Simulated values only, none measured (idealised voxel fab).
This is a process module. Its name is voxel ribs on slabs.
Each square cell in cross-section cut measures 5 nm, and the section as a whole is 270 nm wide.
We lay out every cross-section as a grid of square cells and spell it out in bands from the top down, where one band means one or more rows of cells. Quick guide to a band line: top height, bottom height (nm) up front; then every material left to right with its width in nm. Only one material and it's marked "edge to edge"? Then it fills the band edge to edge. And "air" just means empty space. For the purposes of this specification, 0 denotes the height below which the wafer in its as-received condition is composed wholly of one material, and the lowermost band, lacking a lower limit, extends downward without end, as expressed in "0 down". Per-row width for "30->40": begins at first number (top row of band), ends at second number (bottom row), increment between rows held constant. "no alteration" for a step: no cell of the cross-section changed in that step. Empty spaces without an open route to the top, at least 8 cells in extent, make up the entry "Encapsulated voids"; each is given as width x height at distance, where the distance is measured from the left edge, and all are in nm. What comes after the settings on a step's line is commentary from the simulator itself on that step. overlay nm: on a step with a mask, how far right of its planned place the mask lay; negative means left.

### List of planned process steps
- 1: RECEIVE (material Si)
- 2: DIRECTIONAL_DEP (material SiO2; thk nm 30)
- 3: DIRECTIONAL_DEP (material SiN; thk nm 20)
- 4: DIRECTIONAL_DEP (material aC; thk nm 10)
- 5: PATTERN (tone cover; mask id RIB; material resist; width nm 15; thk nm 30; overlay nm 0)
- 6: DIRECTIONAL_ETCH (etch materials aC; depth nm 10)
- 7: STRIP (etch materials resist)
- 8: DIRECTIONAL_ETCH (etch materials SiN; depth nm 15)
- 9: STRIP (etch materials aC)
- 10: MASKED_ETCH (tone cover; mask id SLAB; width nm 75; etch materials SiN; depth nm 5; overlay nm 0)
- 11: FILL_DEP (material SiO2; thk nm 25)
- 12: CMP (height nm 70)
- 13: DIRECTIONAL_DEP (material W; thk nm 5)
- 14: MASKED_ETCH (tone cover; mask id HEATER; width nm 25; etch materials W; depth nm 5; overlay nm 0)
- 15: CONFORMAL_DEP (material SiO2; thk nm 5)

### The first of a set of two wafers, run to plan

### Cross-section of the wafer as it came to us, i.e., already through step 1
  0 down  Si edge to edge
  Encapsulated voids: none

### How the wafer stands in section after step 2
  30 to 0  SiO2 edge to edge
  Nothing below the height 0 has changed.

### How the wafer stands in section after step 3
  50 to 30  SiN edge to edge
  Nothing below the height 30 has changed.

### How the wafer stands in section after step 4
  60 to 50  aC edge to edge
  Nothing below the height 50 has changed.

### How the wafer stands in section after step 5
  90 to 60  125 of air | 15 of resist | 130 of air
  Nothing below the height 60 has changed.

### How the wafer stands in section after step 6
  80 to 60  125 of air | 15 of resist | 130 of air
  60 to 50  125 of air | 15 of aC | 130 of air
  Nothing below the height 50 has changed.

### How the wafer stands in section after step 7
  60 to 50  125 of air | 15 of aC | 130 of air
  Nothing below the height 50 has changed.

### How the wafer stands in section after step 8
  60 to 50  125 of air | 15 of aC | 130 of air
  50 to 35  125 of air | 15 of SiN | 130 of air
  Nothing below the height 35 has changed.

### How the wafer stands in section after step 9
  50 to 35  125 of air | 15 of SiN | 130 of air
  Nothing below the height 35 has changed.

### How the wafer stands in section after step 10
  50 to 35  125 of air | 15 of SiN | 130 of air
  35 to 30  95 of air | 75 of SiN | 100 of air
  Nothing below the height 30 has changed.

### How the wafer stands in section after step 11
  75 to 50  SiO2 edge to edge
  50 to 35  125 of SiO2 | 15 of SiN | 130 of SiO2
  35 to 30  95 of SiO2 | 75 of SiN | 100 of SiO2
  Nothing below the height 30 has changed.

### How the wafer stands in section after step 12
  70 to 50  SiO2 edge to edge
  Nothing below the height 50 has changed.

### How the wafer stands in section after step 13
  75 to 70  W edge to edge
  Nothing below the height 70 has changed.

### How the wafer stands in section after step 14
  75 to 70  120 of air | 25 of W | 125 of air
  Nothing below the height 70 has changed.

### How the wafer stands in section after step 15
  80 to 75  115 of air | 35 of SiO2 | 120 of air
  75 to 70  120 of SiO2 | 25 of W | 125 of SiO2
  Nothing below the height 70 has changed.

### The Second Wafer: Common Origin and Plan, One Mistake in Execution, Identical to the First Through Step 1

### Second wafer, cross-section, planned end of step 2
  40 to 0  SiO2 edge to edge
  Nothing below the height 0 has changed.

### Second wafer, cross-section, planned end of step 3
  60 to 40  SiN edge to edge
  Nothing below the height 40 has changed.

### Second wafer, cross-section, planned end of step 4
  70 to 60  aC edge to edge
  Nothing below the height 60 has changed.

### Second wafer, cross-section, planned end of step 5
  100 to 70  125 of air | 15 of resist | 130 of air
  Nothing below the height 70 has changed.

### Second wafer, cross-section, planned end of step 6
  90 to 70  125 of air | 15 of resist | 130 of air
  70 to 60  125 of air | 15 of aC | 130 of air
  Nothing below the height 60 has changed.

### Second wafer, cross-section, planned end of step 7
  70 to 60  125 of air | 15 of aC | 130 of air
  Nothing below the height 60 has changed.

### Second wafer, cross-section, planned end of step 8
  70 to 60  125 of air | 15 of aC | 130 of air
  60 to 45  125 of air | 15 of SiN | 130 of air
  Nothing below the height 45 has changed.

### Second wafer, cross-section, planned end of step 9
  60 to 45  125 of air | 15 of SiN | 130 of air
  Nothing below the height 45 has changed.

### Second wafer, cross-section, planned end of step 10
  60 to 45  125 of air | 15 of SiN | 130 of air
  45 to 40  95 of air | 75 of SiN | 100 of air
  Nothing below the height 40 has changed.

### Second wafer, cross-section, planned end of step 11
  85 to 60  SiO2 edge to edge
  60 to 45  125 of SiO2 | 15 of SiN | 130 of SiO2
  45 to 40  95 of SiO2 | 75 of SiN | 100 of SiO2
  Nothing below the height 40 has changed.

### Second wafer, cross-section, planned end of step 12
  70 to 60  SiO2 edge to edge
  Nothing below the height 60 has changed.

### Second wafer, cross-section, planned end of step 13
  75 to 70  W edge to edge
  Nothing below the height 70 has changed.

### Second wafer, cross-section, planned end of step 14
  75 to 70  120 of air | 25 of W | 125 of air
  Nothing below the height 70 has changed.

### Second wafer, cross-section, planned end of step 15
  80 to 75  115 of air | 35 of SiO2 | 120 of air
  75 to 70  120 of SiO2 | 25 of W | 125 of SiO2
  Nothing below the height 70 has changed.
In executing the process, a mistake was made relative to the plan: step 2 deviated from plan and actually ran as DIRECTIONAL_DEP (material SiO2; thk nm 40)
At the close, every material occupies the same number of cells on the second wafer as on the first, only in different positions.
